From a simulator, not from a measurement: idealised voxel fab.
process module | voxel quadruple lines
cross-section cut | 170 nm wide | cells 5 nm
A cross-section is a grid of square cells, given in bands from the top down. A band is one or more rows of cells.
Each band's line starts with the height of the band's top and of its bottom, in nm. Then come its materials from left to right, each with its width in nm. One material with "throughout" fills the band from edge to edge. "air" is empty space.
Height 0 is the level under which the wafer as received is all one material. The lowest band goes on downwards, as in "0 down".
A width such as "30 to 40" changes by the same amount from each row of cells to the next, from the band's top row to its bottom row.
"no change" after a step means that no cell of the cross-section changed.
closed voids: empty space of 8 cells or more with no open way to the top, each as width x height at its distance from the left edge, in nm
after a step's settings: what the simulator itself notes on the step
overlay nm, on a step with a mask: how far to the right of its planned place the mask lay; to the left if negative
plan
1 op RECEIVE | material Si
2 op CONFORMAL_DEP | material SiO2 | thk nm 10
3 op DIRECTIONAL_DEP | material TiN | thk nm 15
4 op DIRECTIONAL_DEP | material polySi | thk nm 20
5 op DIRECTIONAL_DEP | material aC | thk nm 25
6 op PATTERN | tone cover | mask id MANDREL | material resist | width nm 35 | thk nm 35 | overlay nm 0
7 op DIRECTIONAL_ETCH | etch materials aC | depth nm 25
8 op STRIP | etch materials resist
9 op CONFORMAL_DEP | material SiO2 | thk nm 15
10 op DIRECTIONAL_ETCH | etch materials SiO2 | depth nm 15
11 op STRIP | etch materials aC
12 op DIRECTIONAL_ETCH | etch materials polySi | depth nm 20
13 op STRIP | etch materials SiO2
14 op CONFORMAL_DEP | material SiCN | thk nm 10
15 op DIRECTIONAL_ETCH | etch materials SiCN | depth nm 10
16 op STRIP | etch materials polySi
17 op DIRECTIONAL_ETCH | etch materials TiN | depth nm 15
18 op STRIP | etch materials SiCN
19 op FILL_DEP | material SiO2 | thk nm 10
20 op CMP | height nm 25
as received, after step 1
  0 down: Si throughout
  closed voids: none
first wafer at the end, as planned
  25 to 10: SiO2 40 | TiN 10 | SiO2 15 | TiN 10 | SiO2 15 | TiN 10 | SiO2 15 | TiN 10 | SiO2 45
  10 to 0: SiO2 throughout
  0 down: Si throughout
  closed voids: none
second wafer at the end: like start, like plan, one mistake
  25 to 10: polySi throughout
  10 to 0: SiO2 throughout
  0 down: Si throughout
  closed voids: none
what went wrong: steps 3 and 4 were swapped
at the end the second wafer has, in cells: 78 fewer of SiO2 | 24 fewer of TiN | 102 more of polySi
